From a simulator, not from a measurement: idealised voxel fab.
The process module presented herein is designated voxel transistor to metal.
For reference, the cross-section in this document is cut, with width 250 nm and square cells of 5 nm.
Heads up, the way a cross-section reads in here is a grid of square cells, handed over as bands from the top down, with every band being one or more rows of cells. In this notation a band is specified by the heights of its top and bottom, in that order and in nm, after which its materials appear from left to right, each paired with its width in nm. The word "full width" attached to a single material means that material fills the band from edge to edge; the word "blank" stands for empty space. Where do heights start? At 0: under that level the wafer as delivered is made of one material only. And the lowest band has no floor; it just carries on downward, as in "0 -> down". Per-row width for "30 to 40": begins at first number (top row of band), ends at second number (bottom row), increment between rows held constant. "no alterations made" after a step means that no cell of the cross-section changed. Basically, "Sealed void inventory" tells you about the enclosed voids: empty spaces with no open way to the top, 8 cells or bigger, each written width x height at distance, where distance is from the left edge, all in nm. The remark found on a step's line after its settings is issued by the simulator itself and pertains to that step. "overlay nm" denotes, for a step that has a mask, the displacement of the mask to the right of its planned place, with negative values corresponding to the left.
PLAN
1,RECEIVE [material Si]
2,OXIDIZE [depth nm 5]
3,CONFORMAL_DEP [material SiN] [thk nm 15]
4,PATTERN [tone cover] [mask id ACTIVE] [material resist] [width nm 100] [pitch nm 120] [thk nm 15] [overlay nm 0]
5,DIRECTIONAL_ETCH [etch materials SiN] [depth nm 15]
6,DIRECTIONAL_ETCH [etch materials SiO2] [depth nm 5]
7,DIRECTIONAL_ETCH [etch materials Si] [depth nm 35]
8,STRIP [etch materials resist]
9,OXIDIZE [depth nm 5]
10,FILL_DEP [material SiO2] [thk nm 5]
11,CMP [height nm 15]
12,SELECTIVE_ETCH [etch materials SiO2] [depth nm 15]
13,STRIP [etch materials SiN]
14,SELECTIVE_ETCH [etch materials SiO2] [depth nm 5]
15,OXIDIZE [depth nm 5]
16,DIRECTIONAL_DEP [material polySi] [thk nm 30]
17,DIRECTIONAL_DEP [material SiCN] [thk nm 10]
18,MASKED_ETCH [tone cover] [mask id GATE] [width nm 20] [pitch nm 120] [etch materials SiCN] [depth nm 20] [overlay nm 0]
19,MASKED_ETCH [tone cover] [mask id GATE] [width nm 20] [pitch nm 120] [etch materials polySi] [depth nm 40] [overlay nm 0]
20,CONFORMAL_DEP [material SiO2] [thk nm 5]
21,DIRECTIONAL_ETCH [etch materials SiO2] [depth nm 5]
22,CONFORMAL_DEP [material SiN] [thk nm 5]
23,DIRECTIONAL_ETCH [etch materials SiN] [depth nm 5]
24,DIRECTIONAL_ETCH [etch materials SiO2] [depth nm 5]
25,DIRECTIONAL_ETCH [etch materials Si] [depth nm 15]
26,EPI [material pSi] [thk nm 15]
27,FILL_DEP [material SiO2] [thk nm 10]
28,CMP [height nm 35]
29,DIRECTIONAL_DEP [material SiO2] [thk nm 15]
30,MASKED_ETCH [tone open] [mask id CONTACT] [width nm 20] [etch materials SiO2] [depth nm 60] [overlay nm 0]
31,CONFORMAL_DEP [material TiN] [thk nm 5]
32,FILL_DEP [material Ru] [thk nm 10]
33,CMP [height nm 50]
34,CONFORMAL_DEP [material SiN] [thk nm 5]
35,DIRECTIONAL_DEP [material lowk] [thk nm 25]
36,DIRECTIONAL_DEP [material aC] [thk nm 10]
37,PATTERN [tone open] [mask id METAL_1] [material resist] [width nm 20] [thk nm 25] [overlay nm 0]
38,DIRECTIONAL_ETCH [etch materials aC] [depth nm 10]
39,STRIP [etch materials resist]
40,DIRECTIONAL_ETCH [etch materials lowk] [depth nm 25]
41,DIRECTIONAL_ETCH [etch materials SiN] [depth nm 5]
42,STRIP [etch materials aC]
43,CONFORMAL_DEP [material TiN] [thk nm 5]
44,FILL_DEP [material Cu] [thk nm 5]
45,CMP [height nm 80]
46,CONFORMAL_DEP [material SiCN] [thk nm 5]
47,DIRECTIONAL_DEP [material lowk] [thk nm 25]
48,PATTERN [tone open] [mask id METAL_2] [material resist] [width nm 20] [pitch nm 120] [thk nm 20] [overlay nm 0]
49,DIRECTIONAL_ETCH [etch materials lowk] [depth nm 15]
50,STRIP [etch materials resist]
51,PATTERN [tone open] [mask id METAL_2_HOLES] [material resist] [width nm 15] [pitch nm 120] [thk nm 20] [overlay nm 0]
52,DIRECTIONAL_ETCH [etch materials lowk] [depth nm 10]
53,DIRECTIONAL_ETCH [etch materials SiCN] [depth nm 5]
54,STRIP [etch materials resist]
55,CONFORMAL_DEP [material TiN] [thk nm 5]
56,FILL_DEP [material Cu] [thk nm 10]
57,CMP [height nm 110]
58,CONFORMAL_DEP [material SiN] [thk nm 5]
STEP 1 COMPLETE: CROSS-SECTION OF THE WAFER AS RECEIVED
> 0 -> down | Si full width
> Sealed void inventory: none
POST-MODULE CROSS-SECTION: IDENTICAL START AND PLAN TO THOSE ABOVE, ONE MISSTEP IN EXECUTION
> 115 -> 110 | SiN full width
> 110 -> 100 | lowk (20) | TiN (5) | Cu (10) | TiN (5) | lowk (100) | TiN (5) | Cu (10) | TiN (5) | lowk (90)
> 100 -> 90 | lowk (20) | TiN (5) | Cu (5) | TiN (10 to 5) | lowk (100 to 105) | TiN (5) | Cu (5) | TiN (10 to 5) | lowk (90 to 95)
> 90 -> 85 | lowk (20) | TiN (15) | lowk (105) | TiN (15) | lowk (95)
> 85 -> 80 | TiN full width
> 80 -> 55 | lowk (20) | TiN (5) | Cu (10) | TiN (5) | lowk (50) | TiN (5) | Cu (10) | TiN (5) | lowk (30) | TiN (5) | Cu (10) | TiN (5) | lowk (50) | TiN (5) | Cu (10) | TiN (5) | lowk (20)
> 55 -> 50 | SiN (20) | TiN (20) | SiN (50) | TiN (20) | SiN (30) | TiN (20) | SiN (50) | TiN (20) | SiN (20)
> 50 -> 35 | SiO2 (20) | TiN (5) | Ru (10) | TiN (5) | SiO2 (50) | TiN (5) | Ru (10) | TiN (5) | SiO2 (30) | TiN (5) | Ru (10) | TiN (5) | SiO2 (50) | TiN (5) | Ru (10) | TiN (5) | SiO2 (20)
> 35 -> 25 | SiO2 (20) | TiN (5) | Ru (10) | TiN (5) | SiO2 (5) | SiN (5) | SiO2 (5) | SiCN (20) | SiO2 (5) | SiN (5) | SiO2 (5) | TiN (5) | Ru (10) | TiN (5) | SiO2 (30) | TiN (5) | Ru (10) | TiN (5) | SiO2 (5) | SiN (5) | SiO2 (5) | SiCN (20) | SiO2 (5) | SiN (5) | SiO2 (5) | TiN (5) | Ru (10) | TiN (5) | SiO2 (20)
> 25 -> 10 | SiO2 (20) | TiN (5) | Ru (10) | TiN (5) | SiO2 (5) | SiN (5) | SiO2 (5) | polySi (20) | SiO2 (5) | SiN (5) | SiO2 (5) | TiN (5) | Ru (10) | TiN (5) | SiO2 (30) | TiN (5) | Ru (10) | TiN (5) | SiO2 (5) | SiN (5) | SiO2 (5) | polySi (20) | SiO2 (5) | SiN (5) | SiO2 (5) | TiN (5) | Ru (10) | TiN (5) | SiO2 (20)
> 10 -> 5 | SiO2 (20) | TiN (20) | SiO2 (5) | SiN (5) | SiO2 (5) | polySi (20) | SiO2 (5) | SiN (5) | SiO2 (5) | TiN (20) | SiO2 (30) | TiN (20) | SiO2 (5) | SiN (5) | SiO2 (5) | polySi (20) | SiO2 (5) | SiN (5) | SiO2 (5) | TiN (20) | SiO2 (20)
> 5 -> -5 | SiO2 (20) | TiN (10) | pSi (15) | SiN (5) | SiO2 (5) | polySi (20) | SiO2 (5) | SiN (5) | pSi (15) | TiN (10) | SiO2 (30) | TiN (10) | pSi (15) | SiN (5) | SiO2 (5) | polySi (20) | SiO2 (5) | SiN (5) | pSi (15) | TiN (10) | SiO2 (20)
> -5 -> -10 | SiO2 (20) | TiN (10) | pSi (15) | SiO2 (40) | pSi (15) | TiN (10) | SiO2 (30) | TiN (10) | pSi (15) | SiO2 (40) | pSi (15) | TiN (10) | SiO2 (20)
> -10 -> -25 | SiO2 (20) | pSi (25) | Si (40) | pSi (25) | SiO2 (30) | pSi (25) | Si (40) | pSi (25) | SiO2 (20)
> -25 -> -45 | SiO2 (20) | Si (90) | SiO2 (30) | Si (90) | SiO2 (20)
> -45 -> down | Si full width
> Sealed void inventory: none
What went wrong in running the wafer? not per plan at step 46, really ran CONFORMAL_DEP [material TiN] [thk nm 5]
